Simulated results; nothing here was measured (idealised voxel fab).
Presented below is a process module, voxel local oxidation.
Cross-sectional view cut (width: 175 nm; square cell size: 5 nm).
If you're reading a cross-section in this doc, picture square cells in a grid; it comes to you as bands, top ones listed first down to the bottom, and a band can be one or more rows of cells. Top height, bottom height, nm. Materials left to right, width each, nm. Single material + "edge to edge" = fills band edge to edge. "empty" = empty. Convention: height 0 is the level below which the wafer, as received, is all one material. The lowest band does not terminate at the bottom but continues downward, represented as "0 and below". Width: "30 to 40" (first number = top row, second number = bottom row, same change from row to row of cells). "no modification" after a step means that no cell of the cross-section changed. "Sealed internal cavities" lists enclosed empty spaces (at least 8 cells, no open path upward to the top), each as width x height at distance from the left edge, in nm. It should be noted that, on the line of a given step, the content following the step's settings is a remark produced by the simulator itself with respect to that step. The line of a step may include "overlay nm". On a step with a mask, this value is how far to the right of its planned place the mask lay. A negative value means the mask lay to the left.
Set out below are the planned steps of the process
- 1: RECEIVE, material Si
- 2: OXIDIZE, depth nm 5
- 3: CONFORMAL_DEP, material SiN, thk nm 10
- 4: MASKED_ETCH, tone cover, mask id ACTIVE, width nm 115, etch materials SiN, depth nm 10, overlay nm 0
- 5: SELECTIVE_ETCH, etch materials SiO2, depth nm 5
- 6: OXIDIZE, depth nm 15
- 7: STRIP, etch materials SiN
Account of the first of two wafers, which was processed as intended
Cross-section of the wafer at receipt, which is the condition after step 1
- 0 and below  Si edge to edge
- Sealed internal cavities: none
Cross-sectional representation of the wafer at the conclusion of step 2
- 0 down to -5  SiO2 edge to edge
- Note: structure below -5 unchanged.
Cross-sectional representation of the wafer at the conclusion of step 3
- 10 down to 0  SiN edge to edge
- Note: structure below 0 unchanged.
Cross-sectional representation of the wafer at the conclusion of step 4
- 10 down to 0  empty (30); SiN (115); empty (30)
- Note: structure below 0 unchanged.
Cross-sectional representation of the wafer at the conclusion of step 5
- 10 down to 0  empty (30); SiN (115); empty (30)
- 0 down to -5  empty (35); SiO2 (105); empty (35)
- Note: structure below -5 unchanged.
Cross-sectional representation of the wafer at the conclusion of step 6
- 10 down to 0  empty (30); SiN (115); empty (30)
- 0 down to -5  empty (35); SiO2 (105); empty (35)
- -5 down to -20  SiO2 (50); Si (75); SiO2 (50)
- Note: structure below -20 unchanged.
Cross-sectional representation of the wafer at the conclusion of step 7
- 0 down to -5  empty (35); SiO2 (105); empty (35)
- Note: structure below -5 unchanged.
Wafer two. Same start, same plan, one slip in execution. Same as wafer one through step 5, inclusive
Second wafer cross-section, taken as of the time the plan sets for step 6 to be done
- 0 down to -5  empty (35); SiO2 (105); empty (35)
- Note: structure below -5 unchanged.
Second wafer cross-section, taken as of the time the plan sets for step 7 to be done
- 0 down to -5  empty (35); SiO2 (105); empty (35)
- -5 down to -20  SiO2 (50); Si (75); SiO2 (50)
- Note: structure below -20 unchanged.
It is concluded that the wafer was processed incorrectly with respect to the plan, in that the run placed steps 6 and 7 each in the position the plan gave to the other
Since the two wafers finish with cross-sections that are the same, nothing this model computes is changed by the mistake.
